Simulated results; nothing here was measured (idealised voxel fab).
process module | voxel air gaps
cross-section cut | 220 nm wide | cells 5 nm
A cross-section is a grid of square cells, given in bands from the top down. A band is one or more rows of cells.
Each band's line starts with the height of the band's top and of its bottom, in nm. Then come its materials from left to right, each with its width in nm. One material with "throughout" fills the band from edge to edge. "air" is empty space.
Height 0 is the level under which the wafer as received is all one material. The lowest band goes on downwards, as in "0 down".
A width such as "30 to 40" changes by the same amount from each row of cells to the next, from the band's top row to its bottom row.
"no change" after a step means that no cell of the cross-section changed.
closed voids: empty space of 8 cells or more with no open way to the top, each as width x height at its distance from the left edge, in nm
after a step's settings: what the simulator itself notes on the step
overlay nm, on a step with a mask: how far to the right of its planned place the mask lay; to the left if negative
plan
1 op RECEIVE | material Si
2 op CONFORMAL_DEP | material SiO2 | thk nm 10
3 op CONFORMAL_DEP | material SiN | thk nm 5
4 op DIRECTIONAL_DEP | material lowk | thk nm 35
5 op DIRECTIONAL_DEP | material aC | thk nm 15
6 op PATTERN | tone open | mask id LINES | material resist | width nm 15 | pitch nm 50 | thk nm 30 | overlay nm 0
7 op DIRECTIONAL_ETCH | etch materials aC | depth nm 15
8 op STRIP | etch materials resist
9 op DIRECTIONAL_ETCH | etch materials lowk | depth nm 35
10 op STRIP | etch materials aC
11 op CONFORMAL_DEP | material TiN | thk nm 5
12 op FILL_DEP | material Ru | thk nm 5
13 op CMP | height nm 50
14 op EPI | material Ru | thk nm 10
15 op SELECTIVE_ETCH | etch materials lowk | depth nm 45
16 op CONFORMAL_DEP | material SiCN | thk nm 5
varied across the wafers: width nm of step 6. The plan shows the first wafer's value. All wafers start alike
first wafer as received, after step 1
  0 down: Si throughout
  closed voids: none
each wafer at the end: cells of each material gained (+) or lost (-) since it was received, then its closed voids
width nm 15 | +80 Ru | +148 SiCN | +44 SiN | +88 SiO2 | +60 TiN | closed voids: none
width nm 20 | +112 Ru | +148 SiCN | +44 SiN | +88 SiO2 | +64 TiN | closed voids: 20 x 25 at 50; 20 x 25 at 100; 20 x 25 at 150
width nm 25 | +144 Ru | +136 SiCN | +44 SiN | +88 SiO2 | +68 TiN | closed voids: 15 x 25 at 50; 15 x 25 at 100; 15 x 25 at 150
width nm 30 | +176 Ru | +70 SiCN | +44 SiN | +88 SiO2 | +72 TiN | +84 lowk | closed voids: none
width nm 35 | +202 Ru | +70 SiCN | +44 SiN | +88 SiO2 | +76 TiN | +63 lowk | closed voids: 10 x 25 at 0
